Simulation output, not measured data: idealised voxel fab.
Proc. module: voxel self aligned vias
It is cross-section cut that appears here, measuring 300 nm in width, its square cells being 5 nm in size.
For the purposes of this document, a cross-section shall be understood as a grid of square cells, specified as bands listed in top-to-bottom order, each band consisting of one or more rows of cells.
Quick guide to a band line: top height, bottom height (nm) up front; then every material left to right with its width in nm. Only one material and it's marked "everywhere"? Then it fills the band edge to edge. And "air" just means empty space.
Below 0: as-received wafer, all one material; heights counted from there. Lowest band: no bottom, goes on down, written "0 and below".
Read "30->40" as a graded width: first number on top, second number at the bottom, same change between each pair of neighbouring rows.
No cell of the cross-section changed in a step that is given as "same as before".
Heads up: "Closed cavities" only lists the empty pockets with no open path to the top that are 8 cells or more, and it writes them as width x height at distance, distance from the left edge, in nm.
Note: text after step settings on the step line = simulator remark on that step.
"overlay nm", when on a step's line for a step with a mask, measures how far to the right of its planned place the mask lay; a negative measure means to the left.
INTENDED PROCESS STEPS
1 RECEIVE,material Si
2 CONFORMAL_DEP,material SiO2,thk nm 10
3 CONFORMAL_DEP,material SiCN,thk nm 5
4 DIRECTIONAL_DEP,material lowk,thk nm 30
5 MASKED_ETCH,tone open,mask id LINES,width nm 20,pitch nm 70,etch materials lowk,depth nm 30,overlay nm 0
6 CONFORMAL_DEP,material TiN,thk nm 5
7 FILL_DEP,material Ru,thk nm 10
8 CMP,height nm 45
9 SELECTIVE_ETCH,etch materials W Ru TiN,depth nm 10
10 FILL_DEP,material SiN,thk nm 5
11 CMP,height nm 45
12 DIRECTIONAL_DEP,material lowk,thk nm 20
13 DIRECTIONAL_DEP,material aC,thk nm 15
14 PATTERN,tone open,mask id VIAS,material resist,width nm 40,pitch nm 140,thk nm 30,overlay nm 0
15 DIRECTIONAL_ETCH,etch materials aC,depth nm 15
16 STRIP,etch materials resist
17 DIRECTIONAL_ETCH,etch materials lowk,depth nm 20
18 DIRECTIONAL_ETCH,etch materials SiN,depth nm 10
19 STRIP,etch materials aC
20 CONFORMAL_DEP,material TiN,thk nm 5
21 FILL_DEP,material Cu,thk nm 5
22 CMP,height nm 65
23 CONFORMAL_DEP,material SiCN,thk nm 5
WAFER CROSS-SECTION ON RECEIPT, I.E. AFTER STEP 1
> 0 and below | Si everywhere
> Closed cavities: none
CROSS-SECTION, FIRST OF TWO WAFERS, END OF MODULE, RUN AS PLANNED
> 70 down to 65 | SiCN everywhere
> 65 down to 50 | 60 lowk / 5 TiN / 30 Cu / 5 TiN / 100 lowk / 5 TiN / 30 Cu / 5 TiN / 60 lowk
> 50 down to 45 | 60 lowk / 15 TiN / 10 Cu / 15 TiN / 100 lowk / 15 TiN / 10 Cu / 15 TiN / 60 lowk
> 45 down to 40 | 70 lowk / 5 TiN / 10 Cu / 5 TiN / 50 lowk / 20 SiN / 50 lowk / 5 TiN / 10 Cu / 5 TiN / 70 lowk
> 40 down to 35 | 70 lowk / 20 TiN / 50 lowk / 20 SiN / 50 lowk / 20 TiN / 70 lowk
> 35 down to 20 | 70 lowk / 5 TiN / 10 Ru / 5 TiN / 50 lowk / 5 TiN / 10 Ru / 5 TiN / 50 lowk / 5 TiN / 10 Ru / 5 TiN / 70 lowk
> 20 down to 15 | 70 lowk / 20 TiN / 50 lowk / 20 TiN / 50 lowk / 20 TiN / 70 lowk
> 15 down to 10 | SiCN everywhere
> 10 down to 0 | SiO2 everywhere
> 0 and below | Si everywhere
> Closed cavities: none
WAFER TWO, END OF MODULE, CROSS-SECTION. SAME START, SAME PLAN AS WAFER ONE. ONE MISTAKE IN THE RUN
> 70 down to 65 | SiCN everywhere
> 65 down to 45 | 60 lowk / 5 TiN / 30 Cu / 5 TiN / 100 lowk / 5 TiN / 30 Cu / 5 TiN / 60 lowk
> 45 down to 40 | 60 SiN / 15 TiN / 10 Cu / 15 TiN / 100 SiN / 15 TiN / 10 Cu / 15 TiN / 60 SiN
> 40 down to 35 | 70 lowk / 20 TiN / 50 lowk / 20 SiN / 50 lowk / 20 TiN / 70 lowk
> 35 down to 15 | 70 lowk / 5 TiN / 10 Ru / 5 TiN / 50 lowk / 5 TiN / 10 Ru / 5 TiN / 50 lowk / 5 TiN / 10 Ru / 5 TiN / 70 lowk
> 15 down to 10 | 70 lowk / 20 TiN / 50 lowk / 20 TiN / 50 lowk / 20 TiN / 70 lowk
> 10 down to 0 | SiO2 everywhere
> 0 and below | Si everywhere
> Closed cavities: none
what went wrong: plan step 3 was not performed, having been skipped
End check, counted in cells, second wafer has more or fewer of these materials than the first: 8 more of Cu | 6 more of Ru | 60 fewer of SiCN | 40 more of SiN | 6 more of TiN
